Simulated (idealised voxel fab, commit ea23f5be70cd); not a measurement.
Process module heading - voxel gate over fins
Each square cell in cross-section cut measures 5 nm, and the section as a whole is 205 nm wide.
Cross-section format: a grid of square cells, given as bands from top to bottom; each band is one or more rows of cells. Quick guide to a band line: top height, bottom height (nm) up front; then every material left to right with its width in nm. Only one material and it's marked "everywhere"? Then it fills the band edge to edge. And "empty" just means empty space. For the purposes of this specification, 0 denotes the height below which the wafer in its as-received condition is composed wholly of one material, and the lowermost band, lacking a lower limit, extends downward without end, as expressed in "0 -> down". You'd read "30->40" like this: the band's top row of cells is as wide as the first number, its bottom row is as wide as the second, and going down, every row changes width by the same amount as the row before did. Take "no modifications" at face value: in the step it is given for, the cross-section changed in none of its cells. "Fully closed voids": empty spaces of 8 cells or more with no open way to the top, each given as width x height at distance, distance from the left edge, all in nm. Past the settings on a step's line: simulator remark, on that step. "overlay nm" answers the question of how far to the right of plan the mask lay on a step that has a mask, and when it is negative the answer is to the left.

**The following list gives the planned process steps**
1) RECEIVE (material Si)
2) CONFORMAL_DEP (material SiN; thk nm 5)
3) MASKED_ETCH (tone cover; mask id FINS; width nm 15; pitch nm 40; etch materials SiN; depth nm 5; overlay nm 0)
4) MASKED_ETCH (tone cover; mask id FINS; width nm 15; pitch nm 40; etch materials Si; depth nm 40; overlay nm 0)
5) OXIDIZE (depth nm 5)
6) FILL_DEP (material SiO2; thk nm 5)
7) CMP (height nm 5)
8) SELECTIVE_ETCH (etch materials SiO2; depth nm 15)
9) STRIP (etch materials SiN)
10) CONFORMAL_DEP (material HfO2; thk nm 5)
11) CONFORMAL_DEP (material TiN; thk nm 5)
12) FILL_DEP (material W; thk nm 15)
13) CMP (height nm 20)
14) CONFORMAL_DEP (material SiCN; thk nm 10)

**Wafer as received: cross-section following step 1**
0 -> down: Si everywhere
Fully closed voids: none

**Post-module cross-section: identical start and plan to those above, one misstep in execution**
30 -> 20: SiCN everywhere
20 -> 10: W everywhere
10 -> 5: 70 of W; 25 of TiN; 15 of W; 25 of TiN; 70 of W
5 -> 0: 70 of W; 5 of TiN; 15 of HfO2; 5 of TiN; 15 of W; 5 of TiN; 15 of HfO2; 5 of TiN; 70 of W
0 -> -15: 70 of W; 5 of TiN; 5 of HfO2; 5 of Si; 5 of HfO2; 5 of TiN; 15 of W; 5 of TiN; 5 of HfO2; 5 of Si; 5 of HfO2; 5 of TiN; 70 of W
-15 -> -20: 75 of TiN; 5 of HfO2; 5 of Si; 5 of HfO2; 25 of TiN; 5 of HfO2; 5 of Si; 5 of HfO2; 75 of TiN
-20 -> -25: 80 of HfO2; 5 of Si; 35 of HfO2; 5 of Si; 80 of HfO2
-25 -> -45: 80 of SiO2; 5 of Si; 35 of SiO2; 5 of Si; 80 of SiO2
-45 -> down: Si everywhere
Fully closed voids: none
Diagnosis: step 8 of the plan was performed twice
